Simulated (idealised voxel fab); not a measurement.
The following process module bears the name voxel double patterning.
Each square cell in cross-section cut measures 5 nm, and the section as a whole is 195 nm wide.
A cross-section in this document is a grid of square cells, and it is written down as bands, the top band listed before the ones below it; a band is made up of one or more rows of cells.
Band: top and bottom heights (nm) first, top before bottom; then materials from left to right, widths in nm. "edge to edge" marks a sole material filling the band edge to edge. "blank" denotes empty space.
Height 0 is the level under which the wafer as received is all one material. The lowest band goes on downwards, as in "0 and below".
Graded width ("30 to 40"): value in top row of band = first number; value in bottom row = second number; row-to-row change constant.
"no alterations made" after a step means that no cell of the cross-section changed.
This entry, "Enclosed empty spaces", enumerates those empty regions of no fewer than 8 cells that possess no open connection to the top. Each region is reported in the form width x height at distance, the distance being taken from the left edge, with all three quantities expressed in nm.
Post-settings text on a step line: simulator's own remark regarding the step.
If you see "overlay nm" on a step's line and that step has a mask, it's telling you how far right of where it was planned the mask ended up; a negative number means it went left instead.
-- This section lists the process steps that were planned
1) RECEIVE | material Si
2) CONFORMAL_DEP | material SiO2 | thk nm 5
3) DIRECTIONAL_DEP | material polySi | thk nm 20
4) DIRECTIONAL_DEP | material SiN | thk nm 5
5) DIRECTIONAL_DEP | material aC | thk nm 10
6) PATTERN | tone open | mask id FIRST | material resist | width nm 15 | pitch nm 50 | thk nm 30 | overlay nm 0
7) DIRECTIONAL_ETCH | etch materials aC | depth nm 10
8) STRIP | etch materials resist
9) DIRECTIONAL_ETCH | etch materials SiN | depth nm 5
10) STRIP | etch materials aC
11) PATTERN | tone open | mask id SECOND | material resist | width nm 15 | thk nm 20 | overlay nm 0
12) DIRECTIONAL_ETCH | etch materials SiN | depth nm 5
13) STRIP | etch materials resist
14) DIRECTIONAL_ETCH | etch materials polySi | depth nm 20
15) STRIP | etch materials SiN
-- The first of the two wafers, which ran as planned
-- This is the cross-section of the wafer as we received it, i.e. after step 1
	0 and below: Si edge to edge
	Enclosed empty spaces: none
-- Once step 2 is through, the wafer looks like this in cross-section
	5 down to 0: SiO2 edge to edge
	Beneath the level 0, the cross-section is identical to its previous state.
-- Once step 3 is through, the wafer looks like this in cross-section
	25 down to 5: polySi edge to edge
	Beneath the level 5, the cross-section is identical to its previous state.
-- Once step 4 is through, the wafer looks like this in cross-section
	30 down to 25: SiN edge to edge
	Beneath the level 25, the cross-section is identical to its previous state.
-- Once step 5 is through, the wafer looks like this in cross-section
	40 down to 30: aC edge to edge
	Beneath the level 30, the cross-section is identical to its previous state.
-- Once step 6 is through, the wafer looks like this in cross-section
	70 down to 40: 65 nm resist, 15 nm blank, 35 nm resist, 15 nm blank, 65 nm resist
	Beneath the level 40, the cross-section is identical to its previous state.
-- Once step 7 is through, the wafer looks like this in cross-section
	60 down to 40: 65 nm resist, 15 nm blank, 35 nm resist, 15 nm blank, 65 nm resist
	40 down to 30: 65 nm aC, 15 nm blank, 35 nm aC, 15 nm blank, 65 nm aC
	Beneath the level 30, the cross-section is identical to its previous state.
-- Once step 8 is through, the wafer looks like this in cross-section
	40 down to 30: 65 nm aC, 15 nm blank, 35 nm aC, 15 nm blank, 65 nm aC
	Beneath the level 30, the cross-section is identical to its previous state.
-- Once step 9 is through, the wafer looks like this in cross-section
	40 down to 30: 65 nm aC, 15 nm blank, 35 nm aC, 15 nm blank, 65 nm aC
	30 down to 25: 65 nm SiN, 15 nm blank, 35 nm SiN, 15 nm blank, 65 nm SiN
	Beneath the level 25, the cross-section is identical to its previous state.
-- Once step 10 is through, the wafer looks like this in cross-section
	30 down to 25: 65 nm SiN, 15 nm blank, 35 nm SiN, 15 nm blank, 65 nm SiN
	Beneath the level 25, the cross-section is identical to its previous state.
-- Once step 11 is through, the wafer looks like this in cross-section
	50 down to 30: 90 nm resist, 15 nm blank, 90 nm resist
	30 down to 25: 65 nm SiN, 15 nm resist, 35 nm SiN, 15 nm resist, 65 nm SiN
	Beneath the level 25, the cross-section is identical to its previous state.
-- Once step 12 is through, the wafer looks like this in cross-section
	50 down to 30: 90 nm resist, 15 nm blank, 90 nm resist
	30 down to 25: 65 nm SiN, 15 nm resist, 10 nm SiN, 15 nm blank, 10 nm SiN, 15 nm resist, 65 nm SiN
	Beneath the level 25, the cross-section is identical to its previous state.
-- Once step 13 is through, the wafer looks like this in cross-section
	30 down to 25: 65 nm SiN, 15 nm blank, 10 nm SiN, 15 nm blank, 10 nm SiN, 15 nm blank, 65 nm SiN
	Beneath the level 25, the cross-section is identical to its previous state.
-- Once step 14 is through, the wafer looks like this in cross-section
	30 down to 25: 65 nm SiN, 15 nm blank, 10 nm SiN, 15 nm blank, 10 nm SiN, 15 nm blank, 65 nm SiN
	25 down to 5: 65 nm polySi, 15 nm blank, 10 nm polySi, 15 nm blank, 10 nm polySi, 15 nm blank, 65 nm polySi
	Beneath the level 5, the cross-section is identical to its previous state.
-- Once step 15 is through, the wafer looks like this in cross-section
	25 down to 5: 65 nm polySi, 15 nm blank, 10 nm polySi, 15 nm blank, 10 nm polySi, 15 nm blank, 65 nm polySi
	Beneath the level 5, the cross-section is identical to its previous state.
-- Second wafer, same starting conditions and recipe as the first, one mistake in executing it, nothing differs from the first up to and including step 2
-- Cross-section of the second wafer at the time by which step 3 should have been completed according to the plan
	25 down to 0: SiO2 edge to edge
	Beneath the level 0, the cross-section is identical to its previous state.
-- Cross-section of the second wafer at the time by which step 4 should have been completed according to the plan
	30 down to 25: SiN edge to edge
	Beneath the level 25, the cross-section is identical to its previous state.
-- Cross-section of the second wafer at the time by which step 5 should have been completed according to the plan
	40 down to 30: aC edge to edge
	Beneath the level 30, the cross-section is identical to its previous state.
-- Cross-section of the second wafer at the time by which step 6 should have been completed according to the plan
	70 down to 40: 65 nm resist, 15 nm blank, 35 nm resist, 15 nm blank, 65 nm resist
	Beneath the level 40, the cross-section is identical to its previous state.
-- Cross-section of the second wafer at the time by which step 7 should have been completed according to the plan
	60 down to 40: 65 nm resist, 15 nm blank, 35 nm resist, 15 nm blank, 65 nm resist
	40 down to 30: 65 nm aC, 15 nm blank, 35 nm aC, 15 nm blank, 65 nm aC
	Beneath the level 30, the cross-section is identical to its previous state.
-- Cross-section of the second wafer at the time by which step 8 should have been completed according to the plan
	40 down to 30: 65 nm aC, 15 nm blank, 35 nm aC, 15 nm blank, 65 nm aC
	Beneath the level 30, the cross-section is identical to its previous state.
-- Cross-section of the second wafer at the time by which step 9 should have been completed according to the plan
	40 down to 30: 65 nm aC, 15 nm blank, 35 nm aC, 15 nm blank, 65 nm aC
	30 down to 25: 65 nm SiN, 15 nm blank, 35 nm SiN, 15 nm blank, 65 nm SiN
	Beneath the level 25, the cross-section is identical to its previous state.
-- Cross-section of the second wafer at the time by which step 10 should have been completed according to the plan
	30 down to 25: 65 nm SiN, 15 nm blank, 35 nm SiN, 15 nm blank, 65 nm SiN
	Beneath the level 25, the cross-section is identical to its previous state.
-- Cross-section of the second wafer at the time by which step 11 should have been completed according to the plan
	50 down to 30: 90 nm resist, 15 nm blank, 90 nm resist
	30 down to 25: 65 nm SiN, 15 nm resist, 35 nm SiN, 15 nm resist, 65 nm SiN
	Beneath the level 25, the cross-section is identical to its previous state.
-- Cross-section of the second wafer at the time by which step 12 should have been completed according to the plan
	50 down to 30: 90 nm resist, 15 nm blank, 90 nm resist
	30 down to 25: 65 nm SiN, 15 nm resist, 10 nm SiN, 15 nm blank, 10 nm SiN, 15 nm resist, 65 nm SiN
	Beneath the level 25, the cross-section is identical to its previous state.
-- Cross-section of the second wafer at the time by which step 13 should have been completed according to the plan
	30 down to 25: 65 nm SiN, 15 nm blank, 10 nm SiN, 15 nm blank, 10 nm SiN, 15 nm blank, 65 nm SiN
	Beneath the level 25, the cross-section is identical to its previous state.
Cross-section of the second wafer at the time by which step 14 should have been completed according to the plan: no alterations made
-- Cross-section of the second wafer at the time by which step 15 should have been completed according to the plan
	25 down to 0: SiO2 edge to edge
	Beneath the level 0, the cross-section is identical to its previous state.
Nonconformance to the process plan: step 3 was processed under conditions differing from the plan, specifically as DIRECTIONAL_DEP | material SiO2 | thk nm 20
Counted in cells at the end, the second wafer holds more or fewer of these materials than the first: SiO2: 156 more | polySi: 120 fewer
